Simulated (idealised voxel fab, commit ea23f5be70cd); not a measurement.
The process module presented herein is designated voxel ribs on slabs.
Cross-section cut spans 235 nm and uses square cells 5 nm in size.
Cross-section layout: square cells on a grid; listed as bands, top to bottom; a band spans one or more cell rows. In this notation a band is specified by the heights of its top and bottom, in that order and in nm, after which its materials appear from left to right, each paired with its width in nm. The word "all across" attached to a single material means that material fills the band from edge to edge; the word "blank" stands for empty space. Height is counted from the level 0, under which the received wafer is composed throughout of one material. The lowest of the bands is not closed at the bottom but continues downward, in the notation "z 0 and below". The expression "30..40" gives the width at the extremes of the band, the first number at its top row of cells and the second at its bottom row, with the width changing by equal amounts from each row to the next in between. A step reported as "nothing was modified" is a step in which no cell of the cross-section changed. "Sealed void inventory" lists enclosed empty spaces (at least 8 cells, no open path upward to the top), each as width x height at distance from the left edge, in nm. If you see something after the settings on a step's line, that's the simulator's own remark about that step. Among the settings permitted on a step's line is "overlay nm"; applied to a step with a mask, it specifies the extent to which the mask lay to the right of its planned position, whereas a negative figure signifies a position to the left.
Listed below are the process steps as planned
1,RECEIVE [material Si]
2,DIRECTIONAL_DEP [material SiO2] [thk nm 20]
3,DIRECTIONAL_DEP [material SiN] [thk nm 25]
4,DIRECTIONAL_DEP [material aC] [thk nm 15]
5,PATTERN [tone cover] [mask id RIB] [material resist] [width nm 30] [thk nm 35] [overlay nm 0]
6,DIRECTIONAL_ETCH [etch materials aC] [depth nm 15]
7,STRIP [etch materials resist]
8,DIRECTIONAL_ETCH [etch materials SiN] [depth nm 5]
9,STRIP [etch materials aC]
10,MASKED_ETCH [tone cover] [mask id SLAB] [width nm 60] [etch materials SiN] [depth nm 20] [overlay nm 0]
11,FILL_DEP [material SiO2] [thk nm 15]
12,CMP [height nm 55]
13,DIRECTIONAL_DEP [material TiN] [thk nm 5]
14,PATTERN [tone cover] [mask id HEATER] [material resist] [width nm 40] [thk nm 20] [overlay nm 0]
15,DIRECTIONAL_ETCH [etch materials TiN] [depth nm 5]
16,STRIP [etch materials resist]
17,CONFORMAL_DEP [material SiN] [thk nm 5]
Cross-section of the wafer upon arrival, representing the state reached after step 1
* z 0 and below: Si all across
* Sealed void inventory: none
Cross-section at module end, one run error; start and plan unchanged from above
* z 65 to 60: blank=85 / SiN=60 / blank=90
* z 60 to 55: SiN=90 / TiN=50 / SiN=95
* z 55 to 45: SiO2 all across
* z 45 to 40: SiO2=100 / SiN=30 / SiO2=105
* z 40 to 20: SiO2=85 / SiN=60 / SiO2=90
* z 20 to 0: SiO2 all across
* z 0 and below: Si all across
* Sealed void inventory: none
Error vs. plan: step 14 ran as: PATTERN [tone cover] [mask id HEATER] [material resist] [width nm 50] [thk nm 20] [overlay nm 0]
